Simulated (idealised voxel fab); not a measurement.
Proc. module: voxel transistor to metal
Cross-sectional view cut (width: 295 nm; square cell size: 5 nm).
How to read a cross-section here: the picture is a grid of square cells, written as bands going from the top down, and any band can span one or more rows of cells. Band entry format. Leading values: height of top, height of bottom, nm. Remainder: materials in left-to-right order, each with its width in nm. Special words: "everywhere" on a single material, which then fills the band edge to edge; "blank", empty space. Counting heights begins at 0, where everything beneath is, in the wafer as received, one material. The lowest band has no bottom; it goes on downwards, as "0 -> down" shows. Per-row width for "30 to 40": begins at first number (top row of band), ends at second number (bottom row), increment between rows held constant. No cell of the cross-section changed in a step that is given as "nothing changed". "Cavities, closed" means: voids of 8 cells or more that are shut off from the top with no open way through. Written width x height at distance, distance from the left edge, in nm. Heads up: the bit after the settings on a step's line is the simulator's remark on that step. overlay nm: on a step with a mask, how far right of its planned place the mask lay; negative means left.
Process steps (planned):
- 1: RECEIVE: material Si
- 2: OXIDIZE: depth nm 5
- 3: CONFORMAL_DEP: material SiN, thk nm 15
- 4: MASKED_ETCH: tone cover, mask id ACTIVE, width nm 115, pitch nm 135, etch materials SiN, depth nm 15, overlay nm 0
- 5: MASKED_ETCH: tone cover, mask id ACTIVE, width nm 115, pitch nm 135, etch materials SiO2, depth nm 5, overlay nm 0
- 6: MASKED_ETCH: tone cover, mask id ACTIVE, width nm 115, pitch nm 135, etch materials Si, depth nm 35, overlay nm 0
- 7: FILL_DEP: material SiO2, thk nm 15
- 8: CMP: height nm 15
- 9: SELECTIVE_ETCH: etch materials SiO2, depth nm 5
- 10: STRIP: etch materials SiN
- 11: SELECTIVE_ETCH: etch materials SiO2, depth nm 5
- 12: OXIDIZE: depth nm 5
- 13: DIRECTIONAL_DEP: material polySi, thk nm 20
- 14: DIRECTIONAL_DEP: material SiCN, thk nm 15
- 15: DIRECTIONAL_DEP: material aC, thk nm 15
- 16: PATTERN: tone cover, mask id GATE, material resist, width nm 15, pitch nm 135, thk nm 35, overlay nm 0
- 17: DIRECTIONAL_ETCH: etch materials aC, depth nm 15
- 18: STRIP: etch materials resist
- 19: DIRECTIONAL_ETCH: etch materials SiCN, depth nm 25
- 20: DIRECTIONAL_ETCH: etch materials polySi, depth nm 30
- 21: STRIP: etch materials aC
- 22: CONFORMAL_DEP: material SiN, thk nm 5
- 23: DIRECTIONAL_ETCH: etch materials SiN, depth nm 5
- 24: DIRECTIONAL_ETCH: etch materials SiO2, depth nm 5
- 25: DIRECTIONAL_ETCH: etch materials Si, depth nm 5
- 26: EPI: material pSi, thk nm 10
- 27: FILL_DEP: material SiO2, thk nm 10
- 28: CMP: height nm 30
- 29: DIRECTIONAL_DEP: material SiO2, thk nm 15
- 30: MASKED_ETCH: tone open, mask id CONTACT, width nm 20, etch materials SiO2, depth nm 50, overlay nm 0
- 31: CONFORMAL_DEP: material TiN, thk nm 5
- 32: FILL_DEP: material W, thk nm 10
- 33: CMP: height nm 45
- 34: DIRECTIONAL_DEP: material TiN, thk nm 5
- 35: DIRECTIONAL_DEP: material Ru, thk nm 20
- 36: DIRECTIONAL_DEP: material aC, thk nm 15
- 37: PATTERN: tone cover, mask id METAL_1, material resist, width nm 20, thk nm 30, overlay nm 0
- 38: DIRECTIONAL_ETCH: etch materials aC, depth nm 15
- 39: STRIP: etch materials resist
- 40: DIRECTIONAL_ETCH: etch materials Ru, depth nm 20
- 41: DIRECTIONAL_ETCH: etch materials TiN, depth nm 5
- 42: STRIP: etch materials aC
- 43: CONFORMAL_DEP: material SiCN, thk nm 5
- 44: FILL_DEP: material SiO2, thk nm 10
- 45: CMP: height nm 70
- 46: CONFORMAL_DEP: material SiN, thk nm 5
The cross-section here shows the wafer as received, i.e. in its state after step 1:
> 0 -> down | Si everywhere
> Cavities, closed: none
Here's the cross-section of the first of our two wafers at the end of the module - it ran as planned:
> 75 -> 70 | SiN everywhere
> 70 -> 50 | SiO2 25, then SiCN 5, then Ru 20, then SiCN 5, then SiO2 45, then SiCN 5, then Ru 20, then SiCN 5, then SiO2 30, then SiCN 5, then Ru 20, then SiCN 5, then SiO2 45, then SiCN 5, then Ru 20, then SiCN 5, then SiO2 30
> 50 -> 45 | SiCN 30, then TiN 20, then SiCN 55, then TiN 20, then SiCN 40, then TiN 20, then SiCN 55, then TiN 20, then SiCN 35
> 45 -> 30 | SiO2 30, then TiN 5, then W 10, then TiN 5, then SiO2 55, then TiN 5, then W 10, then TiN 5, then SiO2 40, then TiN 5, then W 10, then TiN 5, then SiO2 55, then TiN 5, then W 10, then TiN 5, then SiO2 35
> 30 -> 15 | SiO2 30, then TiN 5, then W 10, then TiN 5, then SiO2 15, then SiN 5, then SiCN 15, then SiN 5, then SiO2 15, then TiN 5, then W 10, then TiN 5, then SiO2 40, then TiN 5, then W 10, then TiN 5, then SiO2 15, then SiN 5, then SiCN 15, then SiN 5, then SiO2 15, then TiN 5, then W 10, then TiN 5, then SiO2 35
> 15 -> 5 | SiO2 30, then TiN 5, then W 10, then TiN 5, then SiO2 15, then SiN 5, then polySi 15, then SiN 5, then SiO2 15, then TiN 5, then W 10, then TiN 5, then SiO2 40, then TiN 5, then W 10, then TiN 5, then SiO2 15, then SiN 5, then polySi 15, then SiN 5, then SiO2 15, then TiN 5, then W 10, then TiN 5, then SiO2 35
> 5 -> 0 | SiO2 15, then SiN 5, then SiO2 10, then TiN 5, then W 10, then TiN 5, then SiO2 15, then SiN 5, then polySi 15, then SiN 5, then SiO2 15, then TiN 5, then W 10, then TiN 5, then SiO2 10, then SiN 5, then SiO2 10, then SiN 5, then SiO2 10, then TiN 5, then W 10, then TiN 5, then SiO2 15, then SiN 5, then polySi 15, then SiN 5, then SiO2 15, then TiN 5, then W 10, then TiN 5, then SiO2 10, then SiN 5, then SiO2 20
> 0 -> -5 | SiO2 15, then SiN 5, then SiO2 10, then TiN 20, then SiO2 5, then pSi 10, then SiN 5, then polySi 15, then SiN 5, then pSi 10, then SiO2 5, then TiN 20, then SiO2 10, then SiN 5, then SiO2 10, then SiN 5, then SiO2 10, then TiN 20, then SiO2 5, then pSi 10, then SiN 5, then polySi 15, then SiN 5, then pSi 10, then SiO2 5, then TiN 20, then SiO2 10, then SiN 5, then SiO2 20
> -5 -> -10 | SiO2 20, then pSi 45, then SiO2 25, then pSi 45, then SiO2 20, then pSi 45, then SiO2 25, then pSi 45, then SiO2 25
> -10 -> -15 | SiO2 20, then pSi 45, then Si 25, then pSi 45, then SiO2 20, then pSi 45, then Si 25, then pSi 45, then SiO2 25
> -15 -> -40 | SiO2 20, then Si 115, then SiO2 20, then Si 115, then SiO2 25
> -40 -> down | Si everywhere
> Cavities, closed: none
End-of-module cross-section of the second wafer: identical starting point and process plan to the first, with one processing mistake:
> 75 -> 70 | SiN everywhere
> 70 -> 50 | SiO2 everywhere
> 50 -> 45 | TiN everywhere
> 45 -> 30 | SiO2 30, then TiN 5, then W 10, then TiN 5, then SiO2 55, then TiN 5, then W 10, then TiN 5, then SiO2 40, then TiN 5, then W 10, then TiN 5, then SiO2 55, then TiN 5, then W 10, then TiN 5, then SiO2 35
> 30 -> 15 | SiO2 30, then TiN 5, then W 10, then TiN 5, then SiO2 15, then SiN 5, then SiCN 15, then SiN 5, then SiO2 15, then TiN 5, then W 10, then TiN 5, then SiO2 40, then TiN 5, then W 10, then TiN 5, then SiO2 15, then SiN 5, then SiCN 15, then SiN 5, then SiO2 15, then TiN 5, then W 10, then TiN 5, then SiO2 35
> 15 -> 5 | SiO2 30, then TiN 5, then W 10, then TiN 5, then SiO2 15, then SiN 5, then polySi 15, then SiN 5, then SiO2 15, then TiN 5, then W 10, then TiN 5, then SiO2 40, then TiN 5, then W 10, then TiN 5, then SiO2 15, then SiN 5, then polySi 15, then SiN 5, then SiO2 15, then TiN 5, then W 10, then TiN 5, then SiO2 35
> 5 -> 0 | SiO2 15, then SiN 5, then SiO2 10, then TiN 5, then W 10, then TiN 5, then SiO2 15, then SiN 5, then polySi 15, then SiN 5, then SiO2 15, then TiN 5, then W 10, then TiN 5, then SiO2 10, then SiN 5, then SiO2 10, then SiN 5, then SiO2 10, then TiN 5, then W 10, then TiN 5, then SiO2 15, then SiN 5, then polySi 15, then SiN 5, then SiO2 15, then TiN 5, then W 10, then TiN 5, then SiO2 10, then SiN 5, then SiO2 20
> 0 -> -5 | SiO2 15, then SiN 5, then SiO2 10, then TiN 20, then SiO2 5, then pSi 10, then SiN 5, then polySi 15, then SiN 5, then pSi 10, then SiO2 5, then TiN 20, then SiO2 10, then SiN 5, then SiO2 10, then SiN 5, then SiO2 10, then TiN 20, then SiO2 5, then pSi 10, then SiN 5, then polySi 15, then SiN 5, then pSi 10, then SiO2 5, then TiN 20, then SiO2 10, then SiN 5, then SiO2 20
> -5 -> -10 | SiO2 20, then pSi 45, then SiO2 25, then pSi 45, then SiO2 20, then pSi 45, then SiO2 25, then pSi 45, then SiO2 25
> -10 -> -15 | SiO2 20, then pSi 45, then Si 25, then pSi 45, then SiO2 20, then pSi 45, then Si 25, then pSi 45, then SiO2 25
> -15 -> -40 | SiO2 20, then Si 115, then SiO2 20, then Si 115, then SiO2 25
> -40 -> down | Si everywhere
> Cavities, closed: none
Diagnosis: step 35 was not run as planned; what actually ran was DIRECTIONAL_DEP: material SiO2, thk nm 20
Bottom line after processing is that, in cells, the second wafer is up or down on some materials versus the first: 64 fewer of Ru | 75 fewer of SiCN | 96 more of SiO2 | 43 more of TiN
